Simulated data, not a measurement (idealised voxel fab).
The following process module bears the name voxel wiring stack.
Displayed cross-section: cut, width of 205 nm, square cells sized 5 nm.
A cross-section in this document is a grid of square cells, and it is written down as bands, the top band listed before the ones below it; a band is made up of one or more rows of cells.
The band entry comprises the height of the band's top followed by the height of its bottom, expressed in nm, and subsequently the band's materials from left to right, each stated together with its width in nm. Where a single material is marked with the word "throughout", that material fills the band from edge to edge. The word "air" represents empty space.
Ref level 0: as-received wafer is one material below here. Bottom band extends down with no lower bound ("0 -> down").
The expression "30 to 40" gives the width at the extremes of the band, the first number at its top row of cells and the second at its bottom row, with the width changing by equal amounts from each row to the next in between.
Where a step carries "no change", the cross-section came out of it unchanged, cell for cell.
Closed-off voids of 8+ cells (no open route to the top) go in "Closed void inventory", written width x height at distance from the left edge, in nm.
On a step's line, text after the settings is the simulator commenting on that step.
If you see "overlay nm" on a step's line and that step has a mask, it's telling you how far right of where it was planned the mask ended up; a negative number means it went left instead.

### The planned process steps are enumerated hereunder
| 1 | RECEIVE, material Si |
| 2 | CONFORMAL_DEP, material SiO2, thk nm 15 |
| 3 | CONFORMAL_DEP, material SiCN, thk nm 5 |
| 4 | DIRECTIONAL_DEP, material SiO2, thk nm 25 |
| 5 | PATTERN, tone open, mask id METAL_1, material resist, width nm 30, pitch nm 45, thk nm 15, overlay nm 0 |
| 6 | DIRECTIONAL_ETCH, etch materials SiO2, depth nm 25 |
| 7 | DIRECTIONAL_ETCH, etch materials SiCN, depth nm 5 |
| 8 | STRIP, etch materials resist |
| 9 | CONFORMAL_DEP, material TiN, thk nm 5 |
| 10 | FILL_DEP, material Ru, thk nm 10 |
| 11 | CMP, height nm 45 |
| 12 | CONFORMAL_DEP, material SiCN, thk nm 5 |
| 13 | DIRECTIONAL_DEP, material lowk, thk nm 15 |
| 14 | DIRECTIONAL_DEP, material aC, thk nm 10 |
| 15 | PATTERN, tone open, mask id PLUG_1, material resist, width nm 15, pitch nm 45, thk nm 25, overlay nm 0 |
| 16 | DIRECTIONAL_ETCH, etch materials aC, depth nm 10 |
| 17 | STRIP, etch materials resist |
| 18 | DIRECTIONAL_ETCH, etch materials lowk, depth nm 15 |
| 19 | DIRECTIONAL_ETCH, etch materials SiCN, depth nm 5 |
| 20 | STRIP, etch materials aC |
| 21 | EPI, material Ru, thk nm 10 |
| 22 | EPI, material Ru, thk nm 10 |
| 23 | DIRECTIONAL_DEP, material TiN, thk nm 5 |
| 24 | DIRECTIONAL_DEP, material W, thk nm 15 |
| 25 | DIRECTIONAL_DEP, material aC, thk nm 15 |
| 26 | PATTERN, tone cover, mask id METAL_2, material resist, width nm 30, pitch nm 45, thk nm 30, overlay nm 0 |
| 27 | DIRECTIONAL_ETCH, etch materials aC, depth nm 15 |
| 28 | STRIP, etch materials resist |
| 29 | DIRECTIONAL_ETCH, etch materials W, depth nm 15 |
| 30 | DIRECTIONAL_ETCH, etch materials TiN, depth nm 5 |
| 31 | STRIP, etch materials aC |
| 32 | FILL_DEP, material SiO2, thk nm 5 |
| 33 | CMP, height nm 85 |
| 34 | CONFORMAL_DEP, material SiCN, thk nm 5 |
| 35 | DIRECTIONAL_DEP, material lowk, thk nm 30 |
| 36 | PATTERN, tone open, mask id METAL_3, material resist, width nm 30, pitch nm 45, thk nm 15, overlay nm 0 |
| 37 | DIRECTIONAL_ETCH, etch materials lowk, depth nm 15 |
| 38 | STRIP, etch materials resist |
| 39 | MASKED_ETCH, tone open, mask id METAL_3_HOLES, width nm 15, etch materials lowk, depth nm 15, overlay nm 0 |
| 40 | MASKED_ETCH, tone open, mask id METAL_3_HOLES, width nm 15, etch materials SiCN, depth nm 5, overlay nm 0 |
| 41 | CONFORMAL_DEP, material TiN, thk nm 5 |
| 42 | FILL_DEP, material Cu, thk nm 10 |
| 43 | CMP, height nm 120 |
| 44 | CONFORMAL_DEP, material SiCN, thk nm 5 |
| 45 | DIRECTIONAL_DEP, material lowk, thk nm 30 |
| 46 | DIRECTIONAL_DEP, material aC, thk nm 10 |
| 47 | PATTERN, tone open, mask id METAL_4, material resist, width nm 30, pitch nm 45, thk nm 30, overlay nm 0 |
| 48 | DIRECTIONAL_ETCH, etch materials aC, depth nm 10 |
| 49 | STRIP, etch materials resist |
| 50 | DIRECTIONAL_ETCH, etch materials lowk, depth nm 15 |
| 51 | STRIP, etch materials aC |
| 52 | DIRECTIONAL_DEP, material aC, thk nm 10 |
| 53 | PATTERN, tone open, mask id METAL_4_HOLES, material resist, width nm 15, thk nm 30, overlay nm 0 |
| 54 | DIRECTIONAL_ETCH, etch materials aC, depth nm 10 |
| 55 | STRIP, etch materials resist |
| 56 | DIRECTIONAL_ETCH, etch materials lowk, depth nm 15 |
| 57 | DIRECTIONAL_ETCH, etch materials SiCN, depth nm 5 |
| 58 | STRIP, etch materials aC |
| 59 | CONFORMAL_DEP, material TiN, thk nm 5 |
| 60 | FILL_DEP, material Cu, thk nm 10 |
| 61 | CMP, height nm 155 |
| 62 | CONFORMAL_DEP, material SiCN, thk nm 5 |

### Wafer at receipt (post step 1), cross-section
	0 -> down | Si throughout
	Closed void inventory: none

### First of two wafers, end-of-module section, run followed plan
	160 -> 155 | SiCN throughout
	155 -> 145 | lowk (65); TiN (5); Cu (20); TiN (5); lowk (15); TiN (5); Cu (20); TiN (5); lowk (65)
	145 -> 140 | lowk (65); TiN (5); Cu (5); TiN (20); lowk (15); TiN (30); lowk (65)
	140 -> 125 | lowk (65); TiN (5); Cu (5); TiN (5); lowk (125)
	125 -> 120 | SiCN (65); TiN (15); SiCN (125)
	120 -> 110 | lowk (65); TiN (5); Cu (20); TiN (5); lowk (15); TiN (5); Cu (20); TiN (5); lowk (65)
	110 -> 105 | lowk (65); TiN (5); Cu (5); TiN (20); lowk (15); TiN (30); lowk (65)
	105 -> 90 | lowk (65); TiN (5); Cu (5); TiN (5); lowk (125)
	90 -> 85 | SiCN (65); TiN (15); SiCN (125)
	85 -> 70 | SiO2 (65); W (30); SiO2 (15); W (30); SiO2 (65)
	70 -> 65 | SiO2 (65); TiN (30); SiO2 (15); TiN (30); SiO2 (65)
	65 -> 50 | lowk (65); Ru (15); lowk (30); Ru (15); lowk (80)
	50 -> 45 | SiCN (65); Ru (15); SiCN (30); Ru (15); SiCN (80)
	45 -> 20 | SiO2 (65); TiN (5); Ru (20); TiN (5); SiO2 (15); TiN (5); Ru (20); TiN (5); SiO2 (65)
	20 -> 15 | SiCN (65); TiN (30); SiCN (15); TiN (30); SiCN (65)
	15 -> 0 | SiO2 throughout
	0 -> down | Si throughout
	Closed void inventory: none

### Cross-sectional view of the second of two wafers upon completion of the module. This wafer shared its starting condition and process plan with the first; one error was made during its execution
	160 -> 155 | SiCN throughout
	155 -> 145 | lowk (65); TiN (5); Cu (20); TiN (5); lowk (15); TiN (5); Cu (20); TiN (5); lowk (65)
	145 -> 140 | lowk (65); TiN (5); Cu (5); TiN (20); lowk (15); TiN (30); lowk (65)
	140 -> 125 | lowk (65); TiN (5); Cu (5); TiN (5); lowk (125)
	125 -> 120 | SiCN (65); TiN (15); SiCN (125)
	120 -> 110 | lowk (65); TiN (5); Cu (20); TiN (5); lowk (15); TiN (5); Cu (20); TiN (5); lowk (65)
	110 -> 105 | lowk (65); TiN (5); Cu (5); TiN (20); lowk (15); TiN (30); lowk (65)
	105 -> 90 | lowk (65); TiN (5); Cu (5); TiN (5); lowk (125)
	90 -> 85 | SiCN (65); TiN (15); SiCN (125)
	85 -> 70 | SiO2 (65); W (30); SiO2 (15); W (30); SiO2 (65)
	70 -> 65 | SiO2 (65); TiN (30); SiO2 (15); TiN (30); SiO2 (65)
	65 -> 50 | lowk (65); Ru (15); lowk (30); Ru (15); lowk (80)
	50 -> 45 | SiCN (65); Ru (15); SiCN (30); Ru (15); SiCN (80)
	45 -> 20 | SiO2 (60); TiN (5); Ru (20); TiN (5); SiO2 (15); TiN (5); Ru (20); TiN (5); SiO2 (70)
	20 -> 15 | SiCN (60); TiN (30); SiCN (15); TiN (30); SiCN (70)
	15 -> 0 | SiO2 throughout
	0 -> down | Si throughout
	Closed void inventory: none
The plan and the run diverged here: the process deviated at step 5: the operation and settings actually run there were PATTERN, tone open, mask id METAL_1, material resist, width nm 30, pitch nm 45, thk nm 15, overlay nm -5
At the end, each material covers as many cells on the second wafer as it does on the first, though the cells it covers are elsewhere.
